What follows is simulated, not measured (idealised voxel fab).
This section sets out a process module, namely voxel spacer lines.
Cross-section cut spans 225 nm and uses square cells 5 nm in size.
Think of the cross-section as a grid of square cells. We describe it in bands, top to bottom, and each band covers one or more rows of those cells. For a band, the entry starts with two heights in nm, that of the top and then that of the bottom, and carries on with the band's materials in order from left to right, each alongside its width in nm; the word "full width" beside a single material means it fills the band edge to edge, and "air" means empty space. Ref level 0: as-received wafer is one material below here. Bottom band extends down with no lower bound ("0..down"). With a width like "30 to 40", each row of cells in the band differs from the next by the same amount, the top row carrying the first number and the bottom row the second. Basically "left unchanged" means that step didn't change any cell in the cross-section. So "Closed internal cavities" is basically the list of trapped voids: any empty space of 8 cells or more that can't reach the top through an opening. They're written width x height at distance, the distance being from the left edge, and it's all nm. Whatever follows a step's settings on its line is a remark the simulator itself makes about that step. A step's line can hold "overlay nm"; with a mask on that step, the setting says how far right of the planned place the mask lay, while a negative setting says it lay to the left.
-- Listed below are the process steps as planned
| 1 | RECEIVE with material Si |
| 2 | CONFORMAL_DEP with material SiO2, thk nm 5 |
| 3 | DIRECTIONAL_DEP with material TiN, thk nm 20 |
| 4 | DIRECTIONAL_DEP with material polySi, thk nm 25 |
| 5 | PATTERN with tone cover, mask id MANDREL, material resist, width nm 15, pitch nm 50, thk nm 35, overlay nm 0 |
| 6 | DIRECTIONAL_ETCH with etch materials polySi, depth nm 25 |
| 7 | STRIP with etch materials resist |
| 8 | CONFORMAL_DEP with material SiN, thk nm 10 |
| 9 | DIRECTIONAL_ETCH with etch materials SiN, depth nm 10 |
| 10 | STRIP with etch materials polySi |
| 11 | DIRECTIONAL_ETCH with etch materials TiN, depth nm 20 |
| 12 | STRIP with etch materials SiN |
-- This is the cross-section of the wafer as we received it, i.e. after step 1
* 0..down: Si full width
* Closed internal cavities: none
-- first wafer at the end, as planned
* 25..5: 45 of air  10 of TiN  15 of air  10 of TiN  15 of air  10 of TiN  15 of air  10 of TiN  15 of air  10 of TiN  15 of air  10 of TiN  45 of air
* 5..0: SiO2 full width
* 0..down: Si full width
* Closed internal cavities: none
-- The second wafer, shown in cross-section after the module: started the same way as the first and given the same plan, yet one mistake crept into how it was run
* 35..15: 45 of air  10 of TiN  15 of air  10 of TiN  15 of air  10 of TiN  15 of air  10 of TiN  15 of air  10 of TiN  15 of air  10 of TiN  45 of air
* 15..0: SiO2 full width
* 0..down: Si full width
* Closed internal cavities: none
Where did the run depart from the plan? note that step 2 departed from the planned setting and was carried out as CONFORMAL_DEP with material SiO2, thk nm 15
Once processing is complete, comparing cell counts shows that the second wafer has more or fewer of certain materials than the first: +90 SiO2
